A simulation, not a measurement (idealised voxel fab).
process module | voxel wiring stack
cross-section cut | 255 nm wide | cells 5 nm
A cross-section is a grid of square cells, given in bands from the top down. A band is one or more rows of cells.
Each band's line starts with the height of the band's top and of its bottom, in nm. Then come its materials from left to right, each with its width in nm. One material with "throughout" fills the band from edge to edge. "air" is empty space.
Height 0 is the level under which the wafer as received is all one material. The lowest band goes on downwards, as in "0 down".
A width such as "30 to 40" changes by the same amount from each row of cells to the next, from the band's top row to its bottom row.
"no change" after a step means that no cell of the cross-section changed.
closed voids: empty space of 8 cells or more with no open way to the top, each as width x height at its distance from the left edge, in nm
after a step's settings: what the simulator itself notes on the step
overlay nm, on a step with a mask: how far to the right of its planned place the mask lay; to the left if negative
plan
1 op RECEIVE | material Si
2 op CONFORMAL_DEP | material SiO2 | thk nm 10
3 op CONFORMAL_DEP | material SiCN | thk nm 5
4 op DIRECTIONAL_DEP | material SiO2 | thk nm 20
5 op DIRECTIONAL_DEP | material aC | thk nm 10
6 op PATTERN | tone open | mask id METAL_1 | material resist | width nm 30 | pitch nm 55 | thk nm 30 | overlay nm 0
7 op DIRECTIONAL_ETCH | etch materials aC | depth nm 10
8 op STRIP | etch materials resist
9 op DIRECTIONAL_ETCH | etch materials SiO2 | depth nm 20
10 op DIRECTIONAL_ETCH | etch materials SiCN | depth nm 5
11 op STRIP | etch materials aC
12 op CONFORMAL_DEP | material TiN | thk nm 5
13 op FILL_DEP | material Ru | thk nm 10
14 op CMP | height nm 35
15 op CONFORMAL_DEP | material SiCN | thk nm 5
16 op DIRECTIONAL_DEP | material lowk | thk nm 20
17 op DIRECTIONAL_DEP | material aC | thk nm 15
18 op PATTERN | tone open | mask id PLUG_1 | material resist | width nm 15 | thk nm 35 | overlay nm 0
19 op DIRECTIONAL_ETCH | etch materials aC | depth nm 15
20 op STRIP | etch materials resist
21 op DIRECTIONAL_ETCH | etch materials lowk | depth nm 20
22 op DIRECTIONAL_ETCH | etch materials SiCN | depth nm 5
23 op STRIP | etch materials aC
24 op CONFORMAL_DEP | material TiN | thk nm 5
25 op FILL_DEP | material Cu | thk nm 10
26 op CMP | height nm 60
27 op CONFORMAL_DEP | material SiN | thk nm 5
28 op DIRECTIONAL_DEP | material SiO2 | thk nm 25
29 op MASKED_ETCH | tone open | mask id METAL_2 | width nm 30 | pitch nm 55 | etch materials SiO2 | depth nm 25 | overlay nm 0
30 op MASKED_ETCH | tone open | mask id METAL_2 | width nm 30 | pitch nm 55 | etch materials SiN | depth nm 5 | overlay nm 0
31 op CONFORMAL_DEP | material TiN | thk nm 5
32 op FILL_DEP | material Ru | thk nm 5
33 op CMP | height nm 90
34 op CONFORMAL_DEP | material SiN | thk nm 5
as received, after step 1
  0 down: Si throughout
  closed voids: none
first wafer at the end, as planned
  95 to 90: SiN throughout
  90 to 65: SiO2 85 | TiN 5 | Ru 20 | TiN 5 | SiO2 25 | TiN 5 | Ru 20 | TiN 5 | SiO2 85
  65 to 60: SiN 85 | TiN 30 | SiN 25 | TiN 30 | SiN 85
  60 to 40: lowk 85 | TiN 5 | Cu 5 | TiN 5 | lowk 155
  40 to 35: SiCN 85 | TiN 15 | SiCN 155
  35 to 15: SiO2 85 | TiN 5 | Ru 20 | TiN 5 | SiO2 25 | TiN 5 | Ru 20 | TiN 5 | SiO2 85
  15 to 10: SiCN 85 | TiN 30 | SiCN 25 | TiN 30 | SiCN 85
  10 to 0: SiO2 throughout
  0 down: Si throughout
  closed voids: none
second wafer at the end: like start, like plan, one mistake
  95 to 90: SiN throughout
  90 to 65: SiO2 85 | TiN 5 | Ru 20 | TiN 5 | SiO2 25 | TiN 5 | Ru 20 | TiN 5 | SiO2 85
  65 to 60: SiN 85 | TiN 30 | SiN 25 | TiN 30 | SiN 85
  60 to 50: lowk 85 | TiN 5 | Cu 5 | TiN 5 | lowk 155
  50 to 45: SiCN 85 | TiN 15 | SiCN 155
  45 to 40: Ru throughout
  40 to 35: TiN 90 | Ru 20 | TiN 35 | Ru 20 | TiN 90
  35 to 15: SiO2 85 | TiN 5 | Ru 20 | TiN 5 | SiO2 25 | TiN 5 | Ru 20 | TiN 5 | SiO2 85
  15 to 10: SiCN 85 | TiN 30 | SiCN 25 | TiN 30 | SiCN 85
  10 to 0: SiO2 throughout
  0 down: Si throughout
  closed voids: none
what went wrong: step 14 ran as: op CMP | height nm 45
at the end the second wafer has, in cells: 2 fewer of Cu | 59 more of Ru | 39 more of TiN | 96 fewer of lowk
